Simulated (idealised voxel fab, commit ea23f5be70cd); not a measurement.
You're looking at the process module voxel self aligned vias.
Shown is cross-section cut, with a width of 245 nm and square cells of size 5 nm.
Cross-section format: a grid of square cells, given as bands from top to bottom; each band is one or more rows of cells.
The band entry comprises the height of the band's top followed by the height of its bottom, expressed in nm, and subsequently the band's materials from left to right, each stated together with its width in nm. Where a single material is marked with the word "edge to edge", that material fills the band from edge to edge. The word "empty" represents empty space.
Measure heights from 0. That's the level where, below it, the as-received wafer is all one material. The lowest band is bottomless and extends downward; write it as in "z 0 and below".
A width such as "30->40" changes by the same amount from each row of cells to the next, from the band's top row to its bottom row.
Reading "nothing different" for a step: not a cell of the cross-section changed in it.
"Voids, sealed" lists enclosed empty spaces (at least 8 cells, no open path upward to the top), each as width x height at distance from the left edge, in nm.
Formally, on a step line, whatever follows the settings is a remark that the simulator itself makes on the step.
overlay nm: where the mask lay relative to plan, measured to the right, on steps with a mask; negatives go left.

The following list gives the planned process steps
1) RECEIVE [material Si]
2) CONFORMAL_DEP [material SiO2] [thk nm 15]
3) CONFORMAL_DEP [material SiCN] [thk nm 5]
4) DIRECTIONAL_DEP [material SiO2] [thk nm 25]
5) MASKED_ETCH [tone open] [mask id LINES] [width nm 25] [pitch nm 65] [etch materials SiO2] [depth nm 25] [overlay nm 0]
6) CONFORMAL_DEP [material TiN] [thk nm 5]
7) FILL_DEP [material Ru] [thk nm 5]
8) CMP [height nm 45]
9) SELECTIVE_ETCH [etch materials W Ru TiN] [depth nm 5]
10) FILL_DEP [material SiN] [thk nm 5]
11) CMP [height nm 45]
12) DIRECTIONAL_DEP [material SiO2] [thk nm 15]
13) DIRECTIONAL_DEP [material aC] [thk nm 10]
14) PATTERN [tone open] [mask id VIAS] [material resist] [width nm 45] [pitch nm 130] [thk nm 25] [overlay nm 0]
15) DIRECTIONAL_ETCH [etch materials aC] [depth nm 10]
16) STRIP [etch materials resist]
17) DIRECTIONAL_ETCH [etch materials SiO2] [depth nm 15]
18) DIRECTIONAL_ETCH [etch materials SiN] [depth nm 5]
19) STRIP [etch materials aC]
20) CONFORMAL_DEP [material TiN] [thk nm 5]
21) FILL_DEP [material Ru] [thk nm 10]
22) CMP [height nm 60]
23) CONFORMAL_DEP [material SiN] [thk nm 5]

first wafer, as planned

This is the cross-section of the wafer as we received it, i.e. after step 1
    z 0 and below = Si edge to edge
    Voids, sealed: none

The wafer in cross-section once step 2 is complete
    z 15 to 0 = SiO2 edge to edge
    Heights below 0 show no change.

The wafer in cross-section once step 3 is complete
    z 20 to 15 = SiCN edge to edge
    Heights below 15 show no change.

The wafer in cross-section once step 4 is complete
    z 45 to 20 = SiO2 edge to edge
    Heights below 20 show no change.

The wafer in cross-section once step 5 is complete
    z 45 to 20 = 45 nm SiO2 | 25 nm empty | 40 nm SiO2 | 25 nm empty | 40 nm SiO2 | 25 nm empty | 45 nm SiO2
    Heights below 20 show no change.

The wafer in cross-section once step 6 is complete
    z 50 to 45 = 50 nm TiN | 15 nm empty | 50 nm TiN | 15 nm empty | 50 nm TiN | 15 nm empty | 50 nm TiN
    z 45 to 25 = 45 nm SiO2 | 5 nm TiN | 15 nm empty | 5 nm TiN | 40 nm SiO2 | 5 nm TiN | 15 nm empty | 5 nm TiN | 40 nm SiO2 | 5 nm TiN | 15 nm empty | 5 nm TiN | 45 nm SiO2
    z 25 to 20 = 45 nm SiO2 | 25 nm TiN | 40 nm SiO2 | 25 nm TiN | 40 nm SiO2 | 25 nm TiN | 45 nm SiO2
    Heights below 20 show no change.

The wafer in cross-section once step 7 is complete
    z 55 to 50 = Ru edge to edge
    z 50 to 45 = 50 nm TiN | 15 nm Ru | 50 nm TiN | 15 nm Ru | 50 nm TiN | 15 nm Ru | 50 nm TiN
    z 45 to 25 = 45 nm SiO2 | 5 nm TiN | 15 nm Ru | 5 nm TiN | 40 nm SiO2 | 5 nm TiN | 15 nm Ru | 5 nm TiN | 40 nm SiO2 | 5 nm TiN | 15 nm Ru | 5 nm TiN | 45 nm SiO2
    Heights below 25 show no change.

The wafer in cross-section once step 8 is complete
    z 45 to 25 = 45 nm SiO2 | 5 nm TiN | 15 nm Ru | 5 nm TiN | 40 nm SiO2 | 5 nm TiN | 15 nm Ru | 5 nm TiN | 40 nm SiO2 | 5 nm TiN | 15 nm Ru | 5 nm TiN | 45 nm SiO2
    Heights below 25 show no change.

The wafer in cross-section once step 9 is complete
    z 45 to 40 = 45 nm SiO2 | 25 nm empty | 40 nm SiO2 | 25 nm empty | 40 nm SiO2 | 25 nm empty | 45 nm SiO2
    Heights below 40 show no change.

The wafer in cross-section once step 10 is complete
    z 50 to 45 = SiN edge to edge
    z 45 to 40 = 45 nm SiO2 | 25 nm SiN | 40 nm SiO2 | 25 nm SiN | 40 nm SiO2 | 25 nm SiN | 45 nm SiO2
    Heights below 40 show no change.

The wafer in cross-section once step 11 is complete
    z 45 to 40 = 45 nm SiO2 | 25 nm SiN | 40 nm SiO2 | 25 nm SiN | 40 nm SiO2 | 25 nm SiN | 45 nm SiO2
    Heights below 40 show no change.

The wafer in cross-section once step 12 is complete
    z 60 to 45 = SiO2 edge to edge
    Heights below 45 show no change.

The wafer in cross-section once step 13 is complete
    z 70 to 60 = aC edge to edge
    Heights below 60 show no change.

The wafer in cross-section once step 14 is complete
    z 95 to 70 = 35 nm resist | 45 nm empty | 85 nm resist | 45 nm empty | 35 nm resist
    Heights below 70 show no change.

The wafer in cross-section once step 15 is complete
    z 85 to 70 = 35 nm resist | 45 nm empty | 85 nm resist | 45 nm empty | 35 nm resist
    z 70 to 60 = 35 nm aC | 45 nm empty | 85 nm aC | 45 nm empty | 35 nm aC
    Heights below 60 show no change.

The wafer in cross-section once step 16 is complete
    z 70 to 60 = 35 nm aC | 45 nm empty | 85 nm aC | 45 nm empty | 35 nm aC
    Heights below 60 show no change.

The wafer in cross-section once step 17 is complete
    z 70 to 60 = 35 nm aC | 45 nm empty | 85 nm aC | 45 nm empty | 35 nm aC
    z 60 to 45 = 35 nm SiO2 | 45 nm empty | 85 nm SiO2 | 45 nm empty | 35 nm SiO2
    Heights below 45 show no change.

The wafer in cross-section once step 18 is complete
    z 70 to 60 = 35 nm aC | 45 nm empty | 85 nm aC | 45 nm empty | 35 nm aC
    z 60 to 45 = 35 nm SiO2 | 45 nm empty | 85 nm SiO2 | 45 nm empty | 35 nm SiO2
    z 45 to 40 = 45 nm SiO2 | 25 nm empty | 40 nm SiO2 | 25 nm SiN | 40 nm SiO2 | 25 nm empty | 45 nm SiO2
    Heights below 40 show no change.

The wafer in cross-section once step 19 is complete
    z 60 to 45 = 35 nm SiO2 | 45 nm empty | 85 nm SiO2 | 45 nm empty | 35 nm SiO2
    Heights below 45 show no change.

The wafer in cross-section once step 20 is complete
    z 65 to 60 = 40 nm TiN | 35 nm empty | 95 nm TiN | 35 nm empty | 40 nm TiN
    z 60 to 50 = 35 nm SiO2 | 5 nm TiN | 35 nm empty | 5 nm TiN | 85 nm SiO2 | 5 nm TiN | 35 nm empty | 5 nm TiN | 35 nm SiO2
    z 50 to 45 = 35 nm SiO2 | 15 nm TiN | 15 nm empty | 15 nm TiN | 85 nm SiO2 | 15 nm TiN | 15 nm empty | 15 nm TiN | 35 nm SiO2
    z 45 to 40 = 45 nm SiO2 | 25 nm TiN | 40 nm SiO2 | 25 nm SiN | 40 nm SiO2 | 25 nm TiN | 45 nm SiO2
    Heights below 40 show no change.

The wafer in cross-section once step 21 is complete
    z 75 to 65 = Ru edge to edge
    z 65 to 60 = 40 nm TiN | 35 nm Ru | 95 nm TiN | 35 nm Ru | 40 nm TiN
    z 60 to 50 = 35 nm SiO2 | 5 nm TiN | 35 nm Ru | 5 nm TiN | 85 nm SiO2 | 5 nm TiN | 35 nm Ru | 5 nm TiN | 35 nm SiO2
    z 50 to 45 = 35 nm SiO2 | 15 nm TiN | 15 nm Ru | 15 nm TiN | 85 nm SiO2 | 15 nm TiN | 15 nm Ru | 15 nm TiN | 35 nm SiO2
    Heights below 45 show no change.

The wafer in cross-section once step 22 is complete
    z 60 to 50 = 35 nm SiO2 | 5 nm TiN | 35 nm Ru | 5 nm TiN | 85 nm SiO2 | 5 nm TiN | 35 nm Ru | 5 nm TiN | 35 nm SiO2
    Heights below 50 show no change.

The wafer in cross-section once step 23 is complete
    z 65 to 60 = SiN edge to edge
    Heights below 60 show no change.

Notes, second wafer: start = first wafer's, plan = first wafer's, execution had one mistake; history identical to first through step 2

The second wafer cut through, at the time step 3 was supposed to be finished
    z 40 to 0 = SiO2 edge to edge
    Heights below 0 show no change.

The second wafer cut through, at the time step 4 was supposed to be finished
    z 45 to 40 = SiCN edge to edge
    Heights below 40 show no change.

The second wafer cut through, at the time step 5 was supposed to be finished: nothing different

The second wafer cut through, at the time step 6 was supposed to be finished
    z 50 to 45 = TiN edge to edge
    Heights below 45 show no change.

The second wafer cut through, at the time step 7 was supposed to be finished
    z 55 to 50 = Ru edge to edge
    Heights below 50 show no change.

The second wafer cut through, at the time step 8 was supposed to be finished
    z 45 to 40 = SiCN edge to edge
    Heights below 40 show no change.

The second wafer cut through, at the time step 9 was supposed to be finished: nothing different

The second wafer cut through, at the time step 10 was supposed to be finished
    z 50 to 45 = SiN edge to edge
    Heights below 45 show no change.

The second wafer cut through, at the time step 11 was supposed to be finished
    z 45 to 40 = SiCN edge to edge
    Heights below 40 show no change.

The second wafer cut through, at the time step 12 was supposed to be finished
    z 60 to 45 = SiO2 edge to edge
    Heights below 45 show no change.

The second wafer cut through, at the time step 13 was supposed to be finished
    z 70 to 60 = aC edge to edge
    Heights below 60 show no change.

The second wafer cut through, at the time step 14 was supposed to be finished
    z 95 to 70 = 35 nm resist | 45 nm empty | 85 nm resist | 45 nm empty | 35 nm resist
    Heights below 70 show no change.

The second wafer cut through, at the time step 15 was supposed to be finished
    z 85 to 70 = 35 nm resist | 45 nm empty | 85 nm resist | 45 nm empty | 35 nm resist
    z 70 to 60 = 35 nm aC | 45 nm empty | 85 nm aC | 45 nm empty | 35 nm aC
    Heights below 60 show no change.

The second wafer cut through, at the time step 16 was supposed to be finished
    z 70 to 60 = 35 nm aC | 45 nm empty | 85 nm aC | 45 nm empty | 35 nm aC
    Heights below 60 show no change.

The second wafer cut through, at the time step 17 was supposed to be finished
    z 70 to 60 = 35 nm aC | 45 nm empty | 85 nm aC | 45 nm empty | 35 nm aC
    z 60 to 45 = 35 nm SiO2 | 45 nm empty | 85 nm SiO2 | 45 nm empty | 35 nm SiO2
    Heights below 45 show no change.

The second wafer cut through, at the time step 18 was supposed to be finished: nothing different

The second wafer cut through, at the time step 19 was supposed to be finished
    z 60 to 45 = 35 nm SiO2 | 45 nm empty | 85 nm SiO2 | 45 nm empty | 35 nm SiO2
    Heights below 45 show no change.

The second wafer cut through, at the time step 20 was supposed to be finished
    z 65 to 60 = 40 nm TiN | 35 nm empty | 95 nm TiN | 35 nm empty | 40 nm TiN
    z 60 to 50 = 35 nm SiO2 | 5 nm TiN | 35 nm empty | 5 nm TiN | 85 nm SiO2 | 5 nm TiN | 35 nm empty | 5 nm TiN | 35 nm SiO2
    z 50 to 45 = 35 nm SiO2 | 45 nm TiN | 85 nm SiO2 | 45 nm TiN | 35 nm SiO2
    Heights below 45 show no change.

The second wafer cut through, at the time step 21 was supposed to be finished
    z 75 to 65 = Ru edge to edge
    z 65 to 60 = 40 nm TiN | 35 nm Ru | 95 nm TiN | 35 nm Ru | 40 nm TiN
    z 60 to 50 = 35 nm SiO2 | 5 nm TiN | 35 nm Ru | 5 nm TiN | 85 nm SiO2 | 5 nm TiN | 35 nm Ru | 5 nm TiN | 35 nm SiO2
    Heights below 50 show no change.

The second wafer cut through, at the time step 22 was supposed to be finished
    z 60 to 50 = 35 nm SiO2 | 5 nm TiN | 35 nm Ru | 5 nm TiN | 85 nm SiO2 | 5 nm TiN | 35 nm Ru | 5 nm TiN | 35 nm SiO2
    Heights below 50 show no change.

The second wafer cut through, at the time step 23 was supposed to be finished
    z 65 to 60 = SiN edge to edge
    Heights below 60 show no change.
Where did the run depart from the plan? steps 3 and 4 of the plan were each performed in the slot designated for the other
Counted in cells at the end, the second wafer holds more or fewer of these materials than the first: Ru: 33 fewer, SiN: 5 fewer, SiO2: 75 more, TiN: 37 fewer
